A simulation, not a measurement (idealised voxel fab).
The following process module bears the name voxel transistor to metal.
Shown is cross-section cut, with a width of 185 nm and square cells of size 5 nm.
Think of the cross-section as a grid of square cells. We describe it in bands, top to bottom, and each band covers one or more rows of those cells.
Each band's line starts with the height of the band's top and of its bottom, in nm. Then come its materials from left to right, each with its width in nm. One material with "everywhere" fills the band from edge to edge. "empty" is empty space.
Heights are measured from 0, the level below which the as-received wafer is all one material; the lowest band has no bottom and continues downward, written as in "z 0 and below".
You'd read "30->40" like this: the band's top row of cells is as wide as the first number, its bottom row is as wide as the second, and going down, every row changes width by the same amount as the row before did.
For the purposes of this document, the phrase "no change occurred" attached to a step denotes that no cell within the cross-section was modified by that step.
In the "Trapped void list" entry, you get each enclosed empty space of 8 cells or more, one with no open way to the top, written width x height at distance, distance from the left edge, in nm.
On each step's line, the part that comes after the settings is the simulator's own comment on the step.
"overlay nm", when on a step's line for a step with a mask, measures how far to the right of its planned place the mask lay; a negative measure means to the left.
Quick note on how to read the rest: it's all pairs. You get the cross-section before a process step and the one after, but the after one only goes down as far as the lowest band that changed. The step in between, with its settings, sits under the pair. Heads up, the pairs can come from different runs of this module on the same starting wafer, so don't assume a pair picks up from the one above unless its "Pre-step condition" entry says it does.
PRE-STEP CONDITION
z 15 to 5 = SiN everywhere
z 5 to 0 = SiO2 everywhere
z 0 and below = Si everywhere
Trapped void list: none
POST-STEP GEOMETRY
z 15 to 5 = empty 40 | SiN 105 | empty 40
below 5: unchanged
Trapped void list: none
Between the two cross-sections above, the process step reads MASKED_ETCH (tone cover; mask id ACTIVE; width nm 105; etch materials SiN; depth nm 10; overlay nm 0)
Pre-step condition: we pick up right where the pair above leaves off, with its after cross-section.
POST-STEP GEOMETRY
z 15 to 5 = empty 40 | SiN 105 | empty 40
z 5 to 0 = empty 40 | SiO2 105 | empty 40
below 0: unchanged
Trapped void list: none
Between the two cross-sections above, the process step reads MASKED_ETCH (tone cover; mask id ACTIVE; width nm 95; etch materials SiO2; depth nm 5; overlay nm 0)
Pre-step condition: we pick up right where the pair above leaves off, with its after cross-section.
POST-STEP GEOMETRY
z 15 to 5 = empty 40 | SiN 105 | empty 40
z 5 to 0 = empty 40 | SiO2 105 | empty 40
z 0 to -30 = empty 40 | Si 105 | empty 40
below -30: unchanged
Trapped void list: none
Between the two cross-sections above, the process step reads MASKED_ETCH (tone cover; mask id ACTIVE; width nm 95; etch materials Si; depth nm 30; overlay nm 0)
Pre-step condition: we pick up right where the pair above leaves off, with its after cross-section.
POST-STEP GEOMETRY
z 25 to 15 = SiO2 everywhere
z 15 to 5 = SiO2 40 | SiN 105 | SiO2 40
z 5 to 0 = SiO2 everywhere
z 0 to -30 = SiO2 40 | Si 105 | SiO2 40
below -30: unchanged
Trapped void list: none
Between the two cross-sections above, the process step reads FILL_DEP (material SiO2; thk nm 10)
Pre-step condition: we pick up right where the pair above leaves off, with its after cross-section.
POST-STEP GEOMETRY
z 15 to 5 = SiO2 40 | SiN 105 | SiO2 40
below 5: unchanged
Trapped void list: none
Between the two cross-sections above, the process step reads CMP (height nm 15)
Pre-step condition: we pick up right where the pair above leaves off, with its after cross-section.
POST-STEP GEOMETRY
z 15 to 10 = empty 40 | SiN 105 | empty 40
below 10: unchanged
Trapped void list: none
Between the two cross-sections above, the process step reads SELECTIVE_ETCH (etch materials SiO2; depth nm 5)
Pre-step condition: we pick up right where the pair above leaves off, with its after cross-section.
POST-STEP GEOMETRY
z 10 to 5 = SiO2 40 | empty 105 | SiO2 40
below 5: unchanged
Trapped void list: none
Between the two cross-sections above, the process step reads STRIP (etch materials SiN)
Pre-step condition: we pick up right where the pair above leaves off, with its after cross-section.
POST-STEP GEOMETRY
z 5 to 0 = SiO2 35 | empty 115 | SiO2 35
below 0: unchanged
Trapped void list: none
Between the two cross-sections above, the process step reads SELECTIVE_ETCH (etch materials SiO2; depth nm 5)
Pre-step condition: we pick up right where the pair above leaves off, with its after cross-section.
POST-STEP GEOMETRY
z 5 to 0 = SiO2 35 | empty 115 | SiO2 35
z 0 to -5 = SiO2 everywhere
below -5: unchanged
Trapped void list: none
Between the two cross-sections above, the process step reads OXIDIZE (depth nm 5)
Pre-step condition: we pick up right where the pair above leaves off, with its after cross-section.
POST-STEP GEOMETRY
z 35 to 30 = polySi 35 | empty 115 | polySi 35
z 30 to 5 = polySi everywhere
z 5 to 0 = SiO2 35 | polySi 115 | SiO2 35
below 0: unchanged
Trapped void list: none
Between the two cross-sections above, the process step reads DIRECTIONAL_DEP (material polySi; thk nm 30)
Pre-step condition: we pick up right where the pair above leaves off, with its after cross-section.
POST-STEP GEOMETRY
z 45 to 40 = SiCN 35 | empty 115 | SiCN 35
z 40 to 35 = SiCN everywhere
z 35 to 30 = polySi 35 | SiCN 115 | polySi 35
below 30: unchanged
Trapped void list: none
Between the two cross-sections above, the process step reads DIRECTIONAL_DEP (material SiCN; thk nm 10)
Pre-step condition: we pick up right where the pair above leaves off, with its after cross-section.
POST-STEP GEOMETRY
z 40 to 35 = empty 85 | SiCN 15 | empty 85
z 35 to 30 = polySi 35 | empty 50 | SiCN 15 | empty 50 | polySi 35
below 30: unchanged
Trapped void list: none
Between the two cross-sections above, the process step reads MASKED_ETCH (tone cover; mask id GATE; width nm 15; etch materials SiCN; depth nm 20; overlay nm 0)
Pre-step condition: we pick up right where the pair above leaves off, with its after cross-section.
POST-STEP GEOMETRY
z 40 to 30 = empty 85 | SiCN 15 | empty 85
z 30 to 5 = empty 85 | polySi 15 | empty 85
z 5 to 0 = SiO2 35 | empty 50 | polySi 15 | empty 50 | SiO2 35
below 0: unchanged
Trapped void list: none
Between the two cross-sections above, the process step reads MASKED_ETCH (tone cover; mask id GATE; width nm 15; etch materials polySi; depth nm 40; overlay nm 0)
Pre-step condition: we pick up right where the pair above leaves off, with its after cross-section.
POST-STEP GEOMETRY
z 50 to 40 = empty 75 | SiN 35 | empty 75
z 40 to 30 = empty 75 | SiN 10 | SiCN 15 | SiN 10 | empty 75
z 30 to 15 = empty 75 | SiN 10 | polySi 15 | SiN 10 | empty 75
z 15 to 10 = SiN 45 | empty 30 | SiN 10 | polySi 15 | SiN 10 | empty 30 | SiN 45
z 10 to 5 = SiN 85 | polySi 15 | SiN 85
z 5 to 0 = SiO2 35 | SiN 50 | polySi 15 | SiN 50 | SiO2 35
below 0: unchanged
Trapped void list: none
Between the two cross-sections above, the process step reads CONFORMAL_DEP (material SiN; thk nm 10)
Pre-step condition: we pick up right where the pair above leaves off, with its after cross-section.
POST-STEP GEOMETRY
z 40 to 30 = empty 75 | SiN 10 | SiCN 15 | SiN 10 | empty 75
z 30 to 5 = empty 75 | SiN 10 | polySi 15 | SiN 10 | empty 75
z 5 to 0 = SiO2 35 | SiN 10 | empty 30 | SiN 10 | polySi 15 | SiN 10 | empty 30 | SiN 10 | SiO2 35
below 0: unchanged
Trapped void list: none
Between the two cross-sections above, the process step reads DIRECTIONAL_ETCH (etch materials SiN; depth nm 10)
Pre-step condition: we pick up right where the pair above leaves off, with its after cross-section.
POST-STEP GEOMETRY
z 40 to 30 = empty 75 | SiN 10 | SiCN 15 | SiN 10 | empty 75
z 30 to 5 = empty 75 | SiN 10 | polySi 15 | SiN 10 | empty 75
z 5 to 0 = empty 35 | SiN 10 | empty 30 | SiN 10 | polySi 15 | SiN 10 | empty 30 | SiN 10 | empty 35
z 0 to -5 = SiO2 45 | empty 30 | SiO2 35 | empty 30 | SiO2 45
below -5: unchanged
Trapped void list: none
Between the two cross-sections above, the process step reads DIRECTIONAL_ETCH (etch materials SiO2; depth nm 5)
Pre-step condition: we pick up right where the pair above leaves off, with its after cross-section.
POST-STEP GEOMETRY
z 40 to 30 = empty 75 | SiN 10 | SiCN 15 | SiN 10 | empty 75
z 30 to 5 = empty 75 | SiN 10 | polySi 15 | SiN 10 | empty 75
z 5 to 0 = empty 35 | SiN 10 | empty 30 | SiN 10 | polySi 15 | SiN 10 | empty 30 | SiN 10 | empty 35
z 0 to -5 = SiO2 45 | empty 30 | SiO2 35 | empty 30 | SiO2 45
z -5 to -15 = SiO2 40 | Si 5 | empty 30 | Si 35 | empty 30 | Si 5 | SiO2 40
below -15: unchanged
Trapped void list: none
Between the two cross-sections above, the process step reads DIRECTIONAL_ETCH (etch materials Si; depth nm 10)
Pre-step condition: we pick up right where the pair above leaves off, with its after cross-section.
POST-STEP GEOMETRY
z 40 to 30 = empty 75 | SiN 10 | SiCN 15 | SiN 10 | empty 75
z 30 to 5 = empty 75 | SiN 10 | polySi 15 | SiN 10 | empty 75
z 5 to 0 = empty 35 | SiN 10 | nSi 10 | empty 10 | nSi 10 | SiN 10 | polySi 15 | SiN 10 | nSi 10 | empty 10 | nSi 10 | SiN 10 | empty 35
z 0 to -5 = SiO2 45 | nSi 10 | empty 10 | nSi 10 | SiO2 35 | nSi 10 | empty 10 | nSi 10 | SiO2 45
z -5 to -15 = SiO2 40 | Si 5 | nSi 30 | Si 35 | nSi 30 | Si 5 | SiO2 40
below -15: unchanged
Trapped void list: none
Between the two cross-sections above, the process step reads EPI (material nSi; thk nm 10)
Pre-step condition: we pick up right where the pair above leaves off, with its after cross-section.
POST-STEP GEOMETRY
z 50 to 40 = SiO2 everywhere
z 40 to 30 = SiO2 75 | SiN 10 | SiCN 15 | SiN 10 | SiO2 75
z 30 to 5 = SiO2 75 | SiN 10 | polySi 15 | SiN 10 | SiO2 75
z 5 to 0 = SiO2 35 | SiN 10 | nSi 10 | SiO2 10 | nSi 10 | SiN 10 | polySi 15 | SiN 10 | nSi 10 | SiO2 10 | nSi 10 | SiN 10 | SiO2 35
z 0 to -5 = SiO2 45 | nSi 10 | SiO2 10 | nSi 10 | SiO2 35 | nSi 10 | SiO2 10 | nSi 10 | SiO2 45
below -5: unchanged
Trapped void list: none
Between the two cross-sections above, the process step reads FILL_DEP (material SiO2; thk nm 10)
Pre-step condition: we pick up right where the pair above leaves off, with its after cross-section.
POST-STEP GEOMETRY
z 40 to 30 = SiO2 75 | SiN 10 | SiCN 15 | SiN 10 | SiO2 75
below 30: unchanged
Trapped void list: none
Between the two cross-sections above, the process step reads CMP (height nm 40)
Pre-step condition: we pick up right where the pair above leaves off, with its after cross-section.
POST-STEP GEOMETRY
z 50 to 40 = SiO2 everywhere
below 40: unchanged
Trapped void list: none
Between the two cross-sections above, the process step reads DIRECTIONAL_DEP (material SiO2; thk nm 10)
Pre-step condition: we pick up right where the pair above leaves off, with its after cross-section.
POST-STEP GEOMETRY
z 70 to 50 = resist 50 | empty 30 | resist 25 | empty 30 | resist 50
below 50: unchanged
Trapped void list: none
Between the two cross-sections above, the process step reads PATTERN (tone open; mask id CONTACT; material resist; width nm 30; pitch nm 55; thk nm 20; overlay nm 0)
Pre-step condition: we pick up right where the pair above leaves off, with its after cross-section.
POST-STEP GEOMETRY
z 70 to 50 = resist 50 | empty 30 | resist 25 | empty 30 | resist 50
z 50 to 40 = SiO2 50 | empty 30 | SiO2 25 | empty 30 | SiO2 50
z 40 to 30 = SiO2 50 | empty 25 | SiN 10 | SiCN 15 | SiN 10 | empty 25 | SiO2 50
z 30 to 5 = SiO2 50 | empty 25 | SiN 10 | polySi 15 | SiN 10 | empty 25 | SiO2 50
z 5 to 0 = SiO2 35 | SiN 10 | nSi 10 | empty 10 | nSi 10 | SiN 10 | polySi 15 | SiN 10 | nSi 10 | empty 10 | nSi 10 | SiN 10 | SiO2 35
z 0 to -5 = SiO2 45 | nSi 10 | empty 10 | nSi 10 | SiO2 35 | nSi 10 | empty 10 | nSi 10 | SiO2 45
below -5: unchanged
Trapped void list: none
Between the two cross-sections above, the process step reads DIRECTIONAL_ETCH (etch materials SiO2; depth nm 55)
Pre-step condition: we pick up right where the pair above leaves off, with its after cross-section.
POST-STEP GEOMETRY
z 50 to 40 = SiO2 50 | empty 30 | SiO2 25 | empty 30 | SiO2 50
below 40: unchanged
Trapped void list: none
Between the two cross-sections above, the process step reads STRIP (etch materials resist)
Pre-step condition: we pick up right where the pair above leaves off, with its after cross-section.
POST-STEP GEOMETRY
z 55 to 50 = TiN 55 | empty 20 | TiN 35 | empty 20 | TiN 55
z 50 to 40 = SiO2 50 | TiN 5 | empty 20->15 | TiN 5->10 | SiO2 25 | TiN 5->10 | empty 20->15 | TiN 5 | SiO2 50
z 40 to 30 = SiO2 50 | TiN 5 | empty 15 | TiN 5 | SiN 10 | SiCN 15 | SiN 10 | TiN 5 | empty 15 | TiN 5 | SiO2 50
z 30 to 10 = SiO2 50 | TiN 5 | empty 15 | TiN 5 | SiN 10 | polySi 15 | SiN 10 | TiN 5 | empty 15 | TiN 5 | SiO2 50
z 10 to 5 = SiO2 50 | TiN 25 | SiN 10 | polySi 15 | SiN 10 | TiN 25 | SiO2 50
z 5 to 0 = SiO2 35 | SiN 10 | nSi 10 | TiN 10 | nSi 10 | SiN 10 | polySi 15 | SiN 10 | nSi 10 | TiN 10 | nSi 10 | SiN 10 | SiO2 35
z 0 to -5 = SiO2 45 | nSi 10 | TiN 10 | nSi 10 | SiO2 35 | nSi 10 | TiN 10 | nSi 10 | SiO2 45
below -5: unchanged
Trapped void list: none
Between the two cross-sections above, the process step reads CONFORMAL_DEP (material TiN; thk nm 5)
Pre-step condition: we pick up right where the pair above leaves off, with its after cross-section.
POST-STEP GEOMETRY
z 60 to 55 = Ru everywhere
z 55 to 50 = TiN 55 | Ru 20 | TiN 35 | Ru 20 | TiN 55
z 50 to 40 = SiO2 50 | TiN 5 | Ru 20->15 | TiN 5->10 | SiO2 25 | TiN 5->10 | Ru 20->15 | TiN 5 | SiO2 50
z 40 to 30 = SiO2 50 | TiN 5 | Ru 15 | TiN 5 | SiN 10 | SiCN 15 | SiN 10 | TiN 5 | Ru 15 | TiN 5 | SiO2 50
z 30 to 10 = SiO2 50 | TiN 5 | Ru 15 | TiN 5 | SiN 10 | polySi 15 | SiN 10 | TiN 5 | Ru 15 | TiN 5 | SiO2 50
below 10: unchanged
Trapped void list: none
Between the two cross-sections above, the process step reads FILL_DEP (material Ru; thk nm 5)
Pre-step condition: we pick up right where the pair above leaves off, with its after cross-section.
POST-STEP GEOMETRY
z 50 to 40 = SiO2 50 | TiN 5 | Ru 20->15 | TiN 5->10 | SiO2 25 | TiN 5->10 | Ru 20->15 | TiN 5 | SiO2 50
below 40: unchanged
Trapped void list: none
Between the two cross-sections above, the process step reads CMP (height nm 50)
Pre-step condition: we pick up right where the pair above leaves off, with its after cross-section.
POST-STEP GEOMETRY
z 55 to 50 = TiN everywhere
below 50: unchanged
Trapped void list: none
Between the two cross-sections above, the process step reads DIRECTIONAL_DEP (material TiN; thk nm 5)
Pre-step condition: we pick up right where the pair above leaves off, with its after cross-section.
POST-STEP GEOMETRY
z 70 to 55 = W everywhere
below 55: unchanged
Trapped void list: none
Between the two cross-sections above, the process step reads DIRECTIONAL_DEP (material W; thk nm 15)
Pre-step condition: we pick up right where the pair above leaves off, with its after cross-section.
POST-STEP GEOMETRY
z 90 to 70 = empty 50 | resist 20 | empty 45 | resist 20 | empty 50
below 70: unchanged
Trapped void list: none
Between the two cross-sections above, the process step reads PATTERN (tone cover; mask id METAL_1; material resist; width nm 20; pitch nm 65; thk nm 20; overlay nm 0)
Pre-step condition: we pick up right where the pair above leaves off, with its after cross-section.
POST-STEP GEOMETRY
z 90 to 70 = empty 50 | resist 20 | empty 45 | resist 20 | empty 50
z 70 to 55 = empty 50 | W 20 | empty 45 | W 20 | empty 50
below 55: unchanged
Trapped void list: none
Between the two cross-sections above, the process step reads DIRECTIONAL_ETCH (etch materials W; depth nm 15)
Pre-step condition: we pick up right where the pair above leaves off, with its after cross-section.
POST-STEP GEOMETRY
z 90 to 70 = empty 50 | resist 20 | empty 45 | resist 20 | empty 50
z 70 to 55 = empty 50 | W 20 | empty 45 | W 20 | empty 50
z 55 to 50 = empty 50 | TiN 20 | empty 45 | TiN 20 | empty 50
below 50: unchanged
Trapped void list: none
Between the two cross-sections above, the process step reads DIRECTIONAL_ETCH (etch materials TiN; depth nm 5)
Pre-step condition: we pick up right where the pair above leaves off, with its after cross-section.
POST-STEP GEOMETRY
z 70 to 55 = empty 50 | W 20 | empty 45 | W 20 | empty 50
below 55: unchanged
Trapped void list: none
Between the two cross-sections above, the process step reads STRIP (etch materials resist)
Pre-step condition: we pick up right where the pair above leaves off, with its after cross-section.
POST-STEP GEOMETRY
z 75 to 70 = empty 45 | SiCN 30 | empty 35 | SiCN 30 | empty 45
z 70 to 55 = empty 45 | SiCN 5 | W 20 | SiCN 5 | empty 35 | SiCN 5 | W 20 | SiCN 5 | empty 45
z 55 to 50 = SiCN 50 | TiN 20 | SiCN 45 | TiN 20 | SiCN 50
below 50: unchanged
Trapped void list: none
Between the two cross-sections above, the process step reads CONFORMAL_DEP (material SiCN; thk nm 5)
Pre-step condition: we pick up right where the pair above leaves off, with its after cross-section.
POST-STEP GEOMETRY
z 80 to 75 = SiO2 everywhere
z 75 to 70 = SiO2 45 | SiCN 30 | SiO2 35 | SiCN 30 | SiO2 45
z 70 to 55 = SiO2 45 | SiCN 5 | W 20 | SiCN 5 | SiO2 35 | SiCN 5 | W 20 | SiCN 5 | SiO2 45
below 55: unchanged
Trapped void list: none
Between the two cross-sections above, the process step reads FILL_DEP (material SiO2; thk nm 5)
Pre-step condition: we pick up right where the pair above leaves off, with its after cross-section.
POST-STEP GEOMETRY
z 70 to 55 = SiO2 45 | SiCN 5 | W 20 | SiCN 5 | SiO2 35 | SiCN 5 | W 20 | SiCN 5 | SiO2 45
below 55: unchanged
Trapped void list: none
Between the two cross-sections above, the process step reads CMP (height nm 70)
Pre-step condition: we pick up right where the pair above leaves off, with its after cross-section.
POST-STEP GEOMETRY
z 75 to 70 = SiN everywhere
below 70: unchanged
Trapped void list: none
Between the two cross-sections above, the process step reads CONFORMAL_DEP (material SiN; thk nm 5)
PRE-STEP CONDITION
z 70 to 55 = W everywhere
z 55 to 50 = TiN everywhere
z 50 to 40 = SiO2 50 | TiN 5 | Ru 20->15 | TiN 5->10 | SiO2 25 | TiN 5->10 | Ru 20->15 | TiN 5 | SiO2 50
z 40 to 30 = SiO2 50 | TiN 5 | Ru 15 | TiN 5 | SiN 10 | SiCN 15 | SiN 10 | TiN 5 | Ru 15 | TiN 5 | SiO2 50
z 30 to 10 = SiO2 50 | TiN 5 | Ru 15 | TiN 5 | SiN 10 | polySi 15 | SiN 10 | TiN 5 | Ru 15 | TiN 5 | SiO2 50
z 10 to 5 = SiO2 50 | TiN 25 | SiN 10 | polySi 15 | SiN 10 | TiN 25 | SiO2 50
z 5 to 0 = SiO2 40 | SiN 10 | nSi 10 | TiN 5 | nSi 10 | SiN 10 | polySi 15 | SiN 10 | nSi 10 | TiN 5 | nSi 10 | SiN 10 | SiO2 40
z 0 to -5 = SiO2 50 | nSi 10 | TiN 5 | nSi 10 | SiO2 35 | nSi 10 | TiN 5 | nSi 10 | SiO2 50
z -5 to -15 = SiO2 45 | Si 5 | nSi 25 | Si 35 | nSi 25 | Si 5 | SiO2 45
z -15 to -30 = SiO2 45 | Si 95 | SiO2 45
z -30 and below = Si everywhere
Trapped void list: none
POST-STEP GEOMETRY
z 90 to 70 = empty 60 | resist 20 | empty 45 | resist 20 | empty 40
below 70: unchanged
Trapped void list: none
Between the two cross-sections above, the process step reads PATTERN (tone cover; mask id METAL_1; material resist; width nm 20; pitch nm 65; thk nm 20; overlay nm 10)
Pre-step condition: we pick up right where the pair above leaves off, with its after cross-section.
POST-STEP GEOMETRY
z 90 to 70 = empty 60 | resist 20 | empty 45 | resist 20 | empty 40
z 70 to 55 = empty 60 | W 20 | empty 45 | W 20 | empty 40
below 55: unchanged
Trapped void list: none
Between the two cross-sections above, the process step reads DIRECTIONAL_ETCH (etch materials W; depth nm 15)
Pre-step condition: we pick up right where the pair above leaves off, with its after cross-section.
POST-STEP GEOMETRY
z 90 to 70 = empty 60 | resist 20 | empty 45 | resist 20 | empty 40
z 70 to 55 = empty 60 | W 20 | empty 45 | W 20 | empty 40
z 55 to 50 = empty 60 | TiN 20 | empty 45 | TiN 20 | empty 40
below 50: unchanged
Trapped void list: none
Between the two cross-sections above, the process step reads DIRECTIONAL_ETCH (etch materials TiN; depth nm 5)
Pre-step condition: we pick up right where the pair above leaves off, with its after cross-section.
POST-STEP GEOMETRY
z 70 to 55 = empty 60 | W 20 | empty 45 | W 20 | empty 40
below 55: unchanged
Trapped void list: none
Between the two cross-sections above, the process step reads STRIP (etch materials resist)
Pre-step condition: we pick up right where the pair above leaves off, with its after cross-section.
POST-STEP GEOMETRY
z 75 to 70 = empty 55 | SiCN 30 | empty 35 | SiCN 30 | empty 35
z 70 to 55 = empty 55 | SiCN 5 | W 20 | SiCN 5 | empty 35 | SiCN 5 | W 20 | SiCN 5 | empty 35
z 55 to 50 = SiCN 60 | TiN 20 | SiCN 45 | TiN 20 | SiCN 40
below 50: unchanged
Trapped void list: none
Between the two cross-sections above, the process step reads CONFORMAL_DEP (material SiCN; thk nm 5)
Pre-step condition: we pick up right where the pair above leaves off, with its after cross-section.
POST-STEP GEOMETRY
z 80 to 75 = SiO2 everywhere
z 75 to 70 = SiO2 55 | SiCN 30 | SiO2 35 | SiCN 30 | SiO2 35
z 70 to 55 = SiO2 55 | SiCN 5 | W 20 | SiCN 5 | SiO2 35 | SiCN 5 | W 20 | SiCN 5 | SiO2 35
below 55: unchanged
Trapped void list: none
Between the two cross-sections above, the process step reads FILL_DEP (material SiO2; thk nm 5)
Pre-step condition: we pick up right where the pair above leaves off, with its after cross-section.
POST-STEP GEOMETRY
z 70 to 55 = SiO2 55 | SiCN 5 | W 20 | SiCN 5 | SiO2 35 | SiCN 5 | W 20 | SiCN 5 | SiO2 35
below 55: unchanged
Trapped void list: none
Between the two cross-sections above, the process step reads CMP (height nm 70)
Pre-step condition: we pick up right where the pair above leaves off, with its after cross-section.
POST-STEP GEOMETRY
z 75 to 70 = SiN everywhere
below 70: unchanged
Trapped void list: none
Between the two cross-sections above, the process step reads CONFORMAL_DEP (material SiN; thk nm 5)
PRE-STEP CONDITION
z 40 to 30 = empty 75 | SiN 10 | SiCN 15 | SiN 10 | empty 75
z 30 to 5 = empty 75 | SiN 10 | polySi 15 | SiN 10 | empty 75
z 5 to 0 = empty 40 | SiN 10 | nSi 10 | empty 5 | nSi 10 | SiN 10 | polySi 15 | SiN 10 | nSi 10 | empty 5 | nSi 10 | SiN 10 | empty 40
z 0 to -5 = SiO2 50 | nSi 10 | empty 5 | nSi 10 | SiO2 35 | nSi 10 | empty 5 | nSi 10 | SiO2 50
z -5 to -15 = SiO2 45 | Si 5 | nSi 25 | Si 35 | nSi 25 | Si 5 | SiO2 45
z -15 to -30 = SiO2 45 | Si 95 | SiO2 45
z -30 and below = Si everywhere
Trapped void list: none
POST-STEP GEOMETRY
z 50 to 40 = W everywhere
z 40 to 30 = W 75 | SiN 10 | SiCN 15 | SiN 10 | W 75
z 30 to 5 = W 75 | SiN 10 | polySi 15 | SiN 10 | W 75
z 5 to 0 = W 40 | SiN 10 | nSi 10 | W 5 | nSi 10 | SiN 10 | polySi 15 | SiN 10 | nSi 10 | W 5 | nSi 10 | SiN 10 | W 40
z 0 to -5 = SiO2 50 | nSi 10 | W 5 | nSi 10 | SiO2 35 | nSi 10 | W 5 | nSi 10 | SiO2 50
below -5: unchanged
Trapped void list: none
Between the two cross-sections above, the process step reads FILL_DEP (material W; thk nm 10)
Pre-step condition: we pick up right where the pair above leaves off, with its after cross-section.
POST-STEP GEOMETRY
z 40 to 30 = W 75 | SiN 10 | SiCN 15 | SiN 10 | W 75
below 30: unchanged
Trapped void list: none
Between the two cross-sections above, the process step reads CMP (height nm 40)
Pre-step condition: we pick up right where the pair above leaves off, with its after cross-section.
POST-STEP GEOMETRY
z 50 to 40 = SiO2 everywhere
below 40: unchanged
Trapped void list: none
Between the two cross-sections above, the process step reads DIRECTIONAL_DEP (material SiO2; thk nm 10)
Pre-step condition: we pick up right where the pair above leaves off, with its after cross-section.
POST-STEP GEOMETRY
z 70 to 50 = resist 50 | empty 30 | resist 25 | empty 30 | resist 50
below 50: unchanged
Trapped void list: none
Between the two cross-sections above, the process step reads PATTERN (tone open; mask id CONTACT; material resist; width nm 30; pitch nm 55; thk nm 20; overlay nm 0)
Pre-step condition: we pick up right where the pair above leaves off, with its after cross-section.
POST-STEP GEOMETRY
z 70 to 50 = resist 50 | empty 30 | resist 25 | empty 30 | resist 50
z 50 to 40 = SiO2 50 | empty 30 | SiO2 25 | empty 30 | SiO2 50
below 40: unchanged
Trapped void list: none
Between the two cross-sections above, the process step reads DIRECTIONAL_ETCH (etch materials SiO2; depth nm 55)
Pre-step condition: we pick up right where the pair above leaves off, with its after cross-section.
POST-STEP GEOMETRY
z 50 to 40 = SiO2 50 | empty 30 | SiO2 25 | empty 30 | SiO2 50
below 40: unchanged
Trapped void list: none
Between the two cross-sections above, the process step reads STRIP (etch materials resist)
Pre-step condition: we pick up right where the pair above leaves off, with its after cross-section.
POST-STEP GEOMETRY
z 55 to 50 = TiN 55 | empty 20 | TiN 35 | empty 20 | TiN 55
z 50 to 45 = SiO2 50 | TiN 5 | empty 20 | TiN 5 | SiO2 25 | TiN 5 | empty 20 | TiN 5 | SiO2 50
z 45 to 40 = SiO2 50 | TiN 30 | SiO2 25 | TiN 30 | SiO2 50
below 40: unchanged
Trapped void list: none
Between the two cross-sections above, the process step reads CONFORMAL_DEP (material TiN; thk nm 5)
Pre-step condition: we pick up right where the pair above leaves off, with its after cross-section.
POST-STEP GEOMETRY
z 60 to 55 = Ru everywhere
z 55 to 50 = TiN 55 | Ru 20 | TiN 35 | Ru 20 | TiN 55
z 50 to 45 = SiO2 50 | TiN 5 | Ru 20 | TiN 5 | SiO2 25 | TiN 5 | Ru 20 | TiN 5 | SiO2 50
below 45: unchanged
Trapped void list: none
Between the two cross-sections above, the process step reads FILL_DEP (material Ru; thk nm 5)
Pre-step condition: we pick up right where the pair above leaves off, with its after cross-section.
POST-STEP GEOMETRY
z 50 to 45 = SiO2 50 | TiN 5 | Ru 20 | TiN 5 | SiO2 25 | TiN 5 | Ru 20 | TiN 5 | SiO2 50
below 45: unchanged
Trapped void list: none
Between the two cross-sections above, the process step reads CMP (height nm 50)
Pre-step condition: we pick up right where the pair above leaves off, with its after cross-section.
POST-STEP GEOMETRY
z 55 to 50 = TiN everywhere
below 50: unchanged
Trapped void list: none
Between the two cross-sections above, the process step reads DIRECTIONAL_DEP (material TiN; thk nm 5)
Pre-step condition: we pick up right where the pair above leaves off, with its after cross-section.
POST-STEP GEOMETRY
z 70 to 55 = W everywhere
below 55: unchanged
Trapped void list: none
Between the two cross-sections above, the process step reads DIRECTIONAL_DEP (material W; thk nm 15)
Pre-step condition: we pick up right where the pair above leaves off, with its after cross-section.
POST-STEP GEOMETRY
z 90 to 70 = empty 50 | resist 20 | empty 45 | resist 20 | empty 50
below 70: unchanged
Trapped void list: none
Between the two cross-sections above, the process step reads PATTERN (tone cover; mask id METAL_1; material resist; width nm 20; pitch nm 65; thk nm 20; overlay nm 0)
Pre-step condition: we pick up right where the pair above leaves off, with its after cross-section.
POST-STEP GEOMETRY
z 90 to 70 = empty 50 | resist 20 | empty 45 | resist 20 | empty 50
z 70 to 55 = empty 50 | W 20 | empty 45 | W 20 | empty 50
below 55: unchanged
Trapped void list: none
Between the two cross-sections above, the process step reads DIRECTIONAL_ETCH (etch materials W; depth nm 15)
Pre-step condition: we pick up right where the pair above leaves off, with its after cross-section.
POST-STEP GEOMETRY
z 90 to 70 = empty 50 | resist 20 | empty 45 | resist 20 | empty 50
z 70 to 55 = empty 50 | W 20 | empty 45 | W 20 | empty 50
z 55 to 50 = empty 50 | TiN 20 | empty 45 | TiN 20 | empty 50
below 50: unchanged
Trapped void list: none
Between the two cross-sections above, the process step reads DIRECTIONAL_ETCH (etch materials TiN; depth nm 5)
Pre-step condition: we pick up right where the pair above leaves off, with its after cross-section.
POST-STEP GEOMETRY
z 70 to 55 = empty 50 | W 20 | empty 45 | W 20 | empty 50
below 55: unchanged
Trapped void list: none
Between the two cross-sections above, the process step reads STRIP (etch materials resist)
Pre-step condition: we pick up right where the pair above leaves off, with its after cross-section.
POST-STEP GEOMETRY
z 75 to 70 = empty 45 | SiCN 30 | empty 35 | SiCN 30 | empty 45
z 70 to 55 = empty 45 | SiCN 5 | W 20 | SiCN 5 | empty 35 | SiCN 5 | W 20 | SiCN 5 | empty 45
z 55 to 50 = SiCN 50 | TiN 20 | SiCN 45 | TiN 20 | SiCN 50
below 50: unchanged
Trapped void list: none
Between the two cross-sections above, the process step reads CONFORMAL_DEP (material SiCN; thk nm 5)
Pre-step condition: we pick up right where the pair above leaves off, with its after cross-section.
POST-STEP GEOMETRY
z 80 to 75 = SiO2 everywhere
z 75 to 70 = SiO2 45 | SiCN 30 | SiO2 35 | SiCN 30 | SiO2 45
z 70 to 55 = SiO2 45 | SiCN 5 | W 20 | SiCN 5 | SiO2 35 | SiCN 5 | W 20 | SiCN 5 | SiO2 45
below 55: unchanged
Trapped void list: none
Between the two cross-sections above, the process step reads FILL_DEP (material SiO2; thk nm 5)
Pre-step condition: we pick up right where the pair above leaves off, with its after cross-section.
POST-STEP GEOMETRY
z 70 to 55 = SiO2 45 | SiCN 5 | W 20 | SiCN 5 | SiO2 35 | SiCN 5 | W 20 | SiCN 5 | SiO2 45
below 55: unchanged
Trapped void list: none
Between the two cross-sections above, the process step reads CMP (height nm 70)
Pre-step condition: we pick up right where the pair above leaves off, with its after cross-section.
POST-STEP GEOMETRY
z 75 to 70 = SiN everywhere
below 70: unchanged
Trapped void list: none
Between the two cross-sections above, the process step reads CONFORMAL_DEP (material SiN; thk nm 5)
